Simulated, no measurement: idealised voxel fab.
Proc. module: voxel transistor to metal
The width of the displayed cross-section, cut, is 170 nm; its cells are square, with a size of 5 nm.
Heads up, the way a cross-section reads in here is a grid of square cells, handed over as bands from the top down, with every band being one or more rows of cells.
Band entry format. Leading values: height of top, height of bottom, nm. Remainder: materials in left-to-right order, each with its width in nm. Special words: "throughout" on a single material, which then fills the band edge to edge; "empty", empty space.
Height datum 0, below which the as-received substrate wafer is one material. Lowest band open at the bottom, running downward: "0..down".
Width spec "30->40" -> top row of cells at first value, bottom row at second value, equal per-row change in between.
Given "nothing different" for a step, no cell of the cross-section differs between before and after that step.
"Enclosed internal voids" means: voids of 8 cells or more that are shut off from the top with no open way through. Written width x height at distance, distance from the left edge, in nm.
Anything after a step's settings on that line? It's the simulator's own note about the step.
overlay nm: how far to the right of its planned place the mask lay on this masked step (negative: to the left).
[plan]
- 1: RECEIVE,material Si
- 2: OXIDIZE,depth nm 5
- 3: CONFORMAL_DEP,material SiN,thk nm 15
- 4: PATTERN,tone cover,mask id ACTIVE,material resist,width nm 100,thk nm 15,overlay nm 0
- 5: DIRECTIONAL_ETCH,etch materials SiN,depth nm 15
- 6: DIRECTIONAL_ETCH,etch materials SiO2,depth nm 5
- 7: DIRECTIONAL_ETCH,etch materials Si,depth nm 25
- 8: STRIP,etch materials resist
- 9: OXIDIZE,depth nm 5
- 10: FILL_DEP,material SiO2,thk nm 5
- 11: CMP,height nm 15
- 12: SELECTIVE_ETCH,etch materials SiO2,depth nm 5
- 13: STRIP,etch materials SiN
- 14: SELECTIVE_ETCH,etch materials SiO2,depth nm 5
- 15: OXIDIZE,depth nm 5
- 16: DIRECTIONAL_DEP,material polySi,thk nm 30
- 17: DIRECTIONAL_DEP,material SiCN,thk nm 10
- 18: PATTERN,tone cover,mask id GATE,material resist,width nm 20,thk nm 15,overlay nm 0
- 19: DIRECTIONAL_ETCH,etch materials SiCN,depth nm 20
- 20: DIRECTIONAL_ETCH,etch materials polySi,depth nm 40
- 21: STRIP,etch materials resist
- 22: CONFORMAL_DEP,material SiO2,thk nm 5
- 23: DIRECTIONAL_ETCH,etch materials SiO2,depth nm 5
- 24: CONFORMAL_DEP,material SiN,thk nm 5
- 25: DIRECTIONAL_ETCH,etch materials SiN,depth nm 5
- 26: DIRECTIONAL_ETCH,etch materials SiO2,depth nm 5
- 27: DIRECTIONAL_ETCH,etch materials Si,depth nm 5
- 28: EPI,material pSi,thk nm 5
- 29: FILL_DEP,material SiO2,thk nm 10
- 30: CMP,height nm 35
- 31: DIRECTIONAL_DEP,material SiO2,thk nm 15
- 32: MASKED_ETCH,tone open,mask id CONTACT,width nm 30,pitch nm 60,etch materials SiO2,depth nm 60,overlay nm 0
- 33: CONFORMAL_DEP,material TiN,thk nm 5
- 34: FILL_DEP,material W,thk nm 5
- 35: CMP,height nm 50
- 36: CONFORMAL_DEP,material SiN,thk nm 5
- 37: DIRECTIONAL_DEP,material SiO2,thk nm 15
- 38: DIRECTIONAL_DEP,material aC,thk nm 15
- 39: PATTERN,tone open,mask id METAL_1,material resist,width nm 20,pitch nm 70,thk nm 30,overlay nm 0
- 40: DIRECTIONAL_ETCH,etch materials aC,depth nm 15
- 41: STRIP,etch materials resist
- 42: DIRECTIONAL_ETCH,etch materials SiO2,depth nm 15
- 43: DIRECTIONAL_ETCH,etch materials SiN,depth nm 5
- 44: STRIP,etch materials aC
- 45: CONFORMAL_DEP,material TiN,thk nm 5
- 46: FILL_DEP,material Cu,thk nm 5
- 47: CMP,height nm 70
- 48: CONFORMAL_DEP,material SiN,thk nm 5
[As-received state of the wafer in cross-section, equivalent to post-step 1]
* 0..down  Si throughout
* Enclosed internal voids: none
[Cross-section, end of module. Start: as above. Plan: as above. Execution: one mistake]
* 75..70  polySi throughout
* 70..55  SiO2 40 | TiN 5 | Cu 10 | TiN 5 | SiO2 50 | TiN 5 | Cu 10 | TiN 5 | SiO2 40
* 55..50  SiN 40 | TiN 20 | SiN 50 | TiN 20 | SiN 40
* 50..40  SiO2 40 | TiN 5 | W 20 | TiN 5 | SiO2 30 | TiN 5 | W 20 | TiN 5 | SiO2 40
* 40..35  SiO2 40 | TiN 5 | W 15 | TiN 10 | SiO2 30 | TiN 10 | W 15 | TiN 5 | SiO2 40
* 35..25  SiO2 40 | TiN 5 | W 15 | TiN 5 | SiN 5 | SiO2 5 | SiCN 20 | SiO2 5 | SiN 5 | TiN 5 | W 15 | TiN 5 | SiO2 40
* 25..5  SiO2 40 | TiN 5 | W 15 | TiN 5 | SiN 5 | SiO2 5 | polySi 20 | SiO2 5 | SiN 5 | TiN 5 | W 15 | TiN 5 | SiO2 40
* 5..-5  SiO2 35 | SiN 5 | TiN 5 | W 15->10 | TiN 5->10 | SiN 5 | SiO2 5 | polySi 20 | SiO2 5 | SiN 5 | TiN 5->10 | W 15->10 | TiN 5 | SiN 5 | SiO2 35
* -5..-10  SiO2 40 | TiN 20 | pSi 5 | SiO2 40 | pSi 5 | TiN 20 | SiO2 40
* -10..-15  SiO2 40 | pSi 25 | Si 40 | pSi 25 | SiO2 40
* -15..-35  SiO2 40 | Si 90 | SiO2 40
* -35..down  Si throughout
* Enclosed internal voids: none
What was the processing mistake? step 48 went in with a setting other than planned; the actual run was CONFORMAL_DEP,material polySi,thk nm 5
